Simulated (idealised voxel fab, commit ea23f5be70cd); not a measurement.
The document below concerns the process module designated voxel self aligned vias.
Pictured: cross-section cut, 235 nm wide, on a grid of 5 nm square cells.
Cross-section layout: square cells on a grid; listed as bands, top to bottom; a band spans one or more cell rows.
Within each band entry, the heights of the top and of the bottom of the band appear first, in that order and in nm; the materials of the band then follow from left to right, each with its corresponding width in nm. The designation "full width" on a single material indicates that it fills the band from edge to edge; the designation "air" indicates empty space.
Basically, 0 is our baseline, since under it the wafer straight out of the box is all one material. The bottom band has no lower end and keeps on going down, so it looks like "0 and below".
The expression "30..40" gives the width at the extremes of the band, the first number at its top row of cells and the second at its bottom row, with the width changing by equal amounts from each row to the next in between.
It should be understood that the words "no modifications", when stated for a given step, signify that the cross-section underwent no change in any of its cells during that step.
Heads up: "Closed void list" only lists the empty pockets with no open path to the top that are 8 cells or more, and it writes them as width x height at distance, distance from the left edge, in nm.
Whatever follows a step's settings on its line is a remark the simulator itself makes about that step.
overlay nm: on a step with a mask, how far right of its planned place the mask lay; negative means left.
# This section lists the process steps that were planned
| 1 | RECEIVE [material Si] |
| 2 | CONFORMAL_DEP [material SiO2] [thk nm 15] |
| 3 | CONFORMAL_DEP [material SiCN] [thk nm 5] |
| 4 | DIRECTIONAL_DEP [material SiO2] [thk nm 30] |
| 5 | MASKED_ETCH [tone open] [mask id LINES] [width nm 25] [pitch nm 60] [etch materials SiO2] [depth nm 30] [overlay nm 0] |
| 6 | CONFORMAL_DEP [material TiN] [thk nm 5] |
| 7 | FILL_DEP [material W] [thk nm 10] |
| 8 | CMP [height nm 50] |
| 9 | SELECTIVE_ETCH [etch materials W Ru TiN] [depth nm 5] |
| 10 | FILL_DEP [material SiN] [thk nm 5] |
| 11 | CMP [height nm 50] |
| 12 | DIRECTIONAL_DEP [material SiO2] [thk nm 15] |
| 13 | MASKED_ETCH [tone open] [mask id VIAS] [width nm 35] [pitch nm 60] [etch materials SiO2] [depth nm 15] [overlay nm 0] |
| 14 | MASKED_ETCH [tone open] [mask id VIAS] [width nm 35] [pitch nm 60] [etch materials SiN] [depth nm 5] [overlay nm 0] |
| 15 | CONFORMAL_DEP [material TiN] [thk nm 5] |
| 16 | FILL_DEP [material Cu] [thk nm 5] |
| 17 | CMP [height nm 65] |
| 18 | CONFORMAL_DEP [material SiCN] [thk nm 5] |
# As-received wafer cross-section (after step 1)
- 0 and below: Si full width
- Closed void list: none
# Cross-sectional view of the first of the two wafers upon completion of the module, processed in accordance with the plan
- 70 down to 65: SiCN full width
- 65 down to 55: SiO2 (70) / TiN (5) / Cu (25) / TiN (5) / SiO2 (25) / TiN (5) / Cu (25) / TiN (5) / SiO2 (70)
- 55 down to 50: SiO2 (70) / TiN (10) / Cu (15) / TiN (10) / SiO2 (25) / TiN (10) / Cu (15) / TiN (10) / SiO2 (70)
- 50 down to 45: SiO2 (75) / TiN (25) / SiO2 (35) / TiN (25) / SiO2 (75)
- 45 down to 25: SiO2 (75) / TiN (5) / W (15) / TiN (5) / SiO2 (35) / TiN (5) / W (15) / TiN (5) / SiO2 (75)
- 25 down to 20: SiO2 (75) / TiN (25) / SiO2 (35) / TiN (25) / SiO2 (75)
- 20 down to 15: SiCN full width
- 15 down to 0: SiO2 full width
- 0 and below: Si full width
- Closed void list: none
# The second wafer, shown in cross-section after the module: started the same way as the first and given the same plan, yet one mistake crept into how it was run
- 70 down to 65: SiCN full width
- 65 down to 55: Cu (65) / TiN (5) / SiO2 (35) / TiN (5) / Cu (15) / TiN (5) / SiO2 (35) / TiN (5) / Cu (65)
- 55 down to 50: TiN (70) / SiO2 (35) / TiN (25) / SiO2 (35) / TiN (70)
- 50 down to 45: SiO2 (75) / SiN (25) / SiO2 (35) / SiN (25) / SiO2 (75)
- 45 down to 25: SiO2 (75) / TiN (5) / W (15) / TiN (5) / SiO2 (35) / TiN (5) / W (15) / TiN (5) / SiO2 (75)
- 25 down to 20: SiO2 (75) / TiN (25) / SiO2 (35) / TiN (25) / SiO2 (75)
- 20 down to 15: SiCN full width
- 15 down to 0: SiO2 full width
- 0 and below: Si full width
- Closed void list: none
Which mistake was made when the wafer was run? planned and actual differ for step 13; actual: MASKED_ETCH [tone cover] [mask id VIAS] [width nm 35] [pitch nm 60] [etch materials SiO2] [depth nm 15] [overlay nm 0]
In the final state, the cell counts of the second wafer exceed or fall short of those of the first for the following materials: Cu +32; SiN +10; SiO2 -57; TiN +15
